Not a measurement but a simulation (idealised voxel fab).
A process module follows: voxel transistor to metal.
Cross-section cut spans 140 nm and uses square cells 5 nm in size.
Bands, listed from the top down, are how a cross-section gets written in this document; the cross-section itself is a grid of square cells, and a band is one or more rows of them. Each band's line starts with the height of the band's top and of its bottom, in nm. Then come its materials from left to right, each with its width in nm. One material with "all across" fills the band from edge to edge. "blank" is empty space. We count height from 0. Below that, the starting wafer is all one material. The lowest band never ends at the bottom but goes on down; see "0 -> down" for how that is written. Read "30->40" as a graded width: first number on top, second number at the bottom, same change between each pair of neighbouring rows. "remained the same" after a step means that no cell of the cross-section changed. Enclosed cavities: empty space of 8 cells or more with no open way to the top, each as width x height at its distance from the left edge, in nm. Anything after a step's settings on that line? It's the simulator's own note about the step. What "overlay nm" on a step's line means: if the step has a mask, that mask lay this far to the right of its planned place, or, when the value is negative, to the left.

Plan
1. RECEIVE,material Si
2. CONFORMAL_DEP,material SiO2,thk nm 5
3. CONFORMAL_DEP,material SiN,thk nm 10
4. PATTERN,tone cover,mask id ACTIVE,material resist,width nm 100,thk nm 15,overlay nm 0
5. DIRECTIONAL_ETCH,etch materials SiN,depth nm 10
6. DIRECTIONAL_ETCH,etch materials SiO2,depth nm 5
7. DIRECTIONAL_ETCH,etch materials Si,depth nm 35
8. STRIP,etch materials resist
9. FILL_DEP,material SiO2,thk nm 10
10. CMP,height nm 15
11. SELECTIVE_ETCH,etch materials SiO2,depth nm 5
12. STRIP,etch materials SiN
13. SELECTIVE_ETCH,etch materials SiO2,depth nm 5
14. OXIDIZE,depth nm 5
15. DIRECTIONAL_DEP,material polySi,thk nm 20
16. DIRECTIONAL_DEP,material SiCN,thk nm 10
17. PATTERN,tone cover,mask id GATE,material resist,width nm 30,thk nm 20,overlay nm 0
18. DIRECTIONAL_ETCH,etch materials SiCN,depth nm 20
19. DIRECTIONAL_ETCH,etch materials polySi,depth nm 30
20. STRIP,etch materials resist
21. CONFORMAL_DEP,material SiO2,thk nm 5
22. DIRECTIONAL_ETCH,etch materials SiO2,depth nm 5
23. CONFORMAL_DEP,material SiN,thk nm 10
24. DIRECTIONAL_ETCH,etch materials SiN,depth nm 10
25. DIRECTIONAL_ETCH,etch materials SiO2,depth nm 5
26. DIRECTIONAL_ETCH,etch materials Si,depth nm 15
27. EPI,material nSi,thk nm 15
28. FILL_DEP,material SiO2,thk nm 10
29. CMP,height nm 20
30. STRIP,etch materials polySi
31. SELECTIVE_ETCH,etch materials SiO2,depth nm 5
32. CONFORMAL_DEP,material HfO2,thk nm 5
33. CONFORMAL_DEP,material TiN,thk nm 5
34. FILL_DEP,material W,thk nm 10
35. CMP,height nm 15
36. DIRECTIONAL_DEP,material SiO2,thk nm 10
37. MASKED_ETCH,tone open,mask id CONTACT,width nm 15,pitch nm 75,etch materials SiO2,depth nm 15,overlay nm 0
38. CONFORMAL_DEP,material TiN,thk nm 5
39. FILL_DEP,material Ru,thk nm 10
40. CMP,height nm 25
41. DIRECTIONAL_DEP,material TiN,thk nm 5
42. DIRECTIONAL_DEP,material Ru,thk nm 25
43. MASKED_ETCH,tone cover,mask id METAL_1,width nm 15,pitch nm 75,etch materials Ru,depth nm 25,overlay nm 0
44. MASKED_ETCH,tone cover,mask id METAL_1,width nm 15,pitch nm 75,etch materials TiN,depth nm 5,overlay nm 0
45. FILL_DEP,material lowk,thk nm 5
46. CMP,height nm 55
47. CONFORMAL_DEP,material SiCN,thk nm 5
48. DIRECTIONAL_DEP,material SiO2,thk nm 30
49. DIRECTIONAL_DEP,material aC,thk nm 15
50. PATTERN,tone open,mask id METAL_2,material resist,width nm 15,pitch nm 75,thk nm 35,overlay nm 0
51. DIRECTIONAL_ETCH,etch materials aC,depth nm 15
52. STRIP,etch materials resist
53. DIRECTIONAL_ETCH,etch materials SiO2,depth nm 15
54. STRIP,etch materials aC
55. PATTERN,tone open,mask id METAL_2_HOLES,material resist,width nm 15,pitch nm 75,thk nm 20,overlay nm 0
56. DIRECTIONAL_ETCH,etch materials SiO2,depth nm 15
57. DIRECTIONAL_ETCH,etch materials SiCN,depth nm 5
58. STRIP,etch materials resist
59. CONFORMAL_DEP,material TiN,thk nm 5
60. FILL_DEP,material Cu,thk nm 5
61. CMP,height nm 90
62. CONFORMAL_DEP,material SiN,thk nm 5

Wafer at receipt (post step 1), cross-section
- 0 -> down | Si all across
- Enclosed cavities: none

Sectioned view, first of two wafers, at the close of the module, processed as intended in the plan
- 95 -> 90 | SiN all across
- 90 -> 60 | SiO2=25, then TiN=5, then Cu=5, then TiN=5, then SiO2=60, then TiN=5, then Cu=5, then TiN=5, then SiO2=25
- 60 -> 55 | SiCN=25, then TiN=15, then SiCN=60, then TiN=15, then SiCN=25
- 55 -> 30 | lowk=25, then Ru=15, then lowk=60, then Ru=15, then lowk=25
- 30 -> 25 | lowk=25, then TiN=15, then lowk=60, then TiN=15, then lowk=25
- 25 -> 15 | SiO2=25, then TiN=5, then Ru=5, then TiN=5, then SiO2=60, then TiN=5, then Ru=5, then TiN=5, then SiO2=25
- 15 -> 10 | SiO2=25, then TiN=15, then SiN=10, then HfO2=5, then TiN=5, then W=20, then TiN=5, then HfO2=5, then SiN=10, then TiN=15, then SiO2=25
- 10 -> 5 | SiO2=25, then nSi=15, then SiN=10, then HfO2=5, then TiN=5, then W=20, then TiN=5, then HfO2=5, then SiN=10, then nSi=15, then SiO2=25
- 5 -> 0 | SiO2=20, then SiN=10, then nSi=10, then SiN=10, then HfO2=5, then TiN=30, then HfO2=5, then SiN=10, then nSi=10, then SiN=10, then SiO2=20
- 0 -> -5 | SiO2=30, then nSi=10, then SiO2=10, then HfO2=40, then SiO2=10, then nSi=10, then SiO2=30
- -5 -> -20 | SiO2=20, then Si=10, then nSi=10, then Si=60, then nSi=10, then Si=10, then SiO2=20
- -20 -> -35 | SiO2=20, then Si=100, then SiO2=20
- -35 -> down | Si all across
- Enclosed cavities: none

So this is wafer number two of the two, cut at the end of the module - it started where the first did and had the same plan, we just got one thing wrong running it
- 95 -> 90 | SiN all across
- 90 -> 60 | SiO2=25, then TiN=5, then Cu=5, then TiN=5, then SiO2=60, then TiN=5, then Cu=5, then TiN=5, then SiO2=25
- 60 -> 55 | SiCN=25, then TiN=15, then SiCN=60, then TiN=15, then SiCN=25
- 55 -> 30 | lowk=25, then Ru=15, then lowk=60, then Ru=15, then lowk=25
- 30 -> 25 | lowk=25, then TiN=15, then lowk=60, then TiN=15, then lowk=25
- 25 -> 15 | SiO2=25, then TiN=5, then Ru=5, then TiN=5, then SiO2=60, then TiN=5, then Ru=5, then TiN=5, then SiO2=25
- 15 -> 10 | SiO2=25, then TiN=15, then SiN=10, then HfO2=5, then TiN=5, then W=20, then TiN=5, then HfO2=5, then SiN=10, then TiN=15, then SiO2=25
- 10 -> 5 | SiO2=25, then nSi=15, then SiN=10, then HfO2=5, then TiN=5, then W=20, then TiN=5, then HfO2=5, then SiN=10, then nSi=15, then SiO2=25
- 5 -> 0 | SiO2=15, then SiN=10, then nSi=15, then SiN=10, then HfO2=5, then TiN=30, then HfO2=5, then SiN=10, then nSi=15, then SiN=10, then SiO2=15
- 0 -> -5 | SiO2=25, then nSi=15, then SiO2=10, then HfO2=40, then SiO2=10, then nSi=15, then SiO2=25
- -5 -> -10 | SiO2=25, then nSi=15, then Si=60, then nSi=15, then SiO2=25
- -10 -> -20 | SiO2=20, then Si=5, then nSi=15, then Si=60, then nSi=15, then Si=5, then SiO2=20
- -20 -> -35 | SiO2=20, then Si=100, then SiO2=20
- -35 -> down | Si all across
- Enclosed cavities: none
Heads up, the wafer didn't run the way we planned it: steps 11 and 12 of the plan were each performed in the slot designated for the other
Final comparison by cell count, materials where the second wafer has more or fewer than the first: 8 fewer of Si, 2 fewer of SiO2, 10 more of nSi
